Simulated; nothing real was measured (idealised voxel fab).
process module | voxel ribs on slabs
cross-section cut | 230 nm wide | cells 5 nm
A cross-section is a grid of square cells, given in bands from the top down. A band is one or more rows of cells.
Each band's line starts with the height of the band's top and of its bottom, in nm. Then come its materials from left to right, each with its width in nm. One material with "throughout" fills the band from edge to edge. "air" is empty space.
Height 0 is the level under which the wafer as received is all one material. The lowest band goes on downwards, as in "0 down".
A width such as "30 to 40" changes by the same amount from each row of cells to the next, from the band's top row to its bottom row.
"no change" after a step means that no cell of the cross-section changed.
closed voids: empty space of 8 cells or more with no open way to the top, each as width x height at its distance from the left edge, in nm
after a step's settings: what the simulator itself notes on the step
overlay nm, on a step with a mask: how far to the right of its planned place the mask lay; to the left if negative
plan
1 op RECEIVE | material Si
2 op DIRECTIONAL_DEP | material SiO2 | thk nm 20
3 op DIRECTIONAL_DEP | material polySi | thk nm 25
4 op MASKED_ETCH | tone cover | mask id RIB | width nm 20 | etch materials polySi | depth nm 20 | overlay nm 0
5 op DIRECTIONAL_DEP | material aC | thk nm 15
6 op PATTERN | tone cover | mask id SLAB | material resist | width nm 60 | thk nm 35 | overlay nm 0
7 op DIRECTIONAL_ETCH | etch materials aC | depth nm 15
8 op STRIP | etch materials resist
9 op DIRECTIONAL_ETCH | etch materials polySi | depth nm 5
10 op STRIP | etch materials aC
11 op FILL_DEP | material SiO2 | thk nm 20
12 op CMP | height nm 55
13 op DIRECTIONAL_DEP | material W | thk nm 10
14 op DIRECTIONAL_DEP | material aC | thk nm 10
15 op PATTERN | tone cover | mask id HEATER | material resist | width nm 30 | thk nm 30 | overlay nm 0
16 op DIRECTIONAL_ETCH | etch materials aC | depth nm 10
17 op STRIP | etch materials resist
18 op DIRECTIONAL_ETCH | etch materials W | depth nm 10
19 op STRIP | etch materials aC
20 op CONFORMAL_DEP | material SiO2 | thk nm 5
varied across the wafers: width nm of step 6. The plan shows the first wafer's value. All wafers start alike
first wafer as received, after step 1
  0 down: Si throughout
  closed voids: none
each wafer at the end: cells of each material gained (+) or lost (-) since it was received, then its closed voids
width nm 60 | +528 SiO2 | +12 W | +28 polySi | closed voids: none
width nm 65 | +527 SiO2 | +12 W | +29 polySi | closed voids: none
width nm 70 | +526 SiO2 | +12 W | +30 polySi | closed voids: none
width nm 75 | +525 SiO2 | +12 W | +31 polySi | closed voids: none
width nm 80 | +524 SiO2 | +12 W | +32 polySi | closed voids: none
width nm 85 | +523 SiO2 | +12 W | +33 polySi | closed voids: none
